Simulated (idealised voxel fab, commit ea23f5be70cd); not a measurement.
process module | voxel double patterning
cross-section cut | 160 nm wide | cells 5 nm
A cross-section is a grid of square cells, given in bands from the top down. A band is one or more rows of cells.
Each band's line starts with the height of the band's top and of its bottom, in nm. Then come its materials from left to right, each with its width in nm. One material with "throughout" fills the band from edge to edge. "air" is empty space.
Height 0 is the level under which the wafer as received is all one material. The lowest band goes on downwards, as in "0 down".
A width such as "30 to 40" changes by the same amount from each row of cells to the next, from the band's top row to its bottom row.
"no change" after a step means that no cell of the cross-section changed.
closed voids: empty space of 8 cells or more with no open way to the top, each as width x height at its distance from the left edge, in nm
after a step's settings: what the simulator itself notes on the step
overlay nm, on a step with a mask: how far to the right of its planned place the mask lay; to the left if negative
plan
1 op RECEIVE | material Si
2 op CONFORMAL_DEP | material SiO2 | thk nm 10
3 op DIRECTIONAL_DEP | material W | thk nm 10
4 op DIRECTIONAL_DEP | material SiCN | thk nm 5
5 op DIRECTIONAL_DEP | material aC | thk nm 15
6 op PATTERN | tone open | mask id FIRST | material resist | width nm 15 | pitch nm 50 | thk nm 30 | overlay nm 0
7 op DIRECTIONAL_ETCH | etch materials aC | depth nm 15
8 op STRIP | etch materials resist
9 op DIRECTIONAL_ETCH | etch materials SiCN | depth nm 5
10 op STRIP | etch materials aC
11 op DIRECTIONAL_DEP | material aC | thk nm 10
12 op PATTERN | tone open | mask id SECOND | material resist | width nm 15 | pitch nm 50 | thk nm 30 | overlay nm 0
13 op DIRECTIONAL_ETCH | etch materials aC | depth nm 10
14 op STRIP | etch materials resist
15 op DIRECTIONAL_ETCH | etch materials SiCN | depth nm 5
16 op STRIP | etch materials aC
17 op DIRECTIONAL_ETCH | etch materials W | depth nm 10
18 op STRIP | etch materials SiCN
as received, after step 1
  0 down: Si throughout
  closed voids: none
first wafer at the end, as planned
  20 to 10: W 20 | air 15 | W 10 | air 15 | W 10 | air 15 | W 10 | air 15 | W 10 | air 15 | W 25
  10 to 0: SiO2 throughout
  0 down: Si throughout
  closed voids: none
second wafer at the end: like start, like plan, one mistake
  20 to 10: W 20 | air 15 | W 5 | air 15 | W 15 | air 15 | W 5 | air 15 | W 15 | air 15 | W 25
  10 to 0: SiO2 throughout
  0 down: Si throughout
  closed voids: none
what went wrong: step 12 ran as: op PATTERN | tone open | mask id SECOND | material resist | width nm 15 | pitch nm 50 | thk nm 30 | overlay nm -5
at the end the second wafer has, in cells: as many of each material as the first, in other places
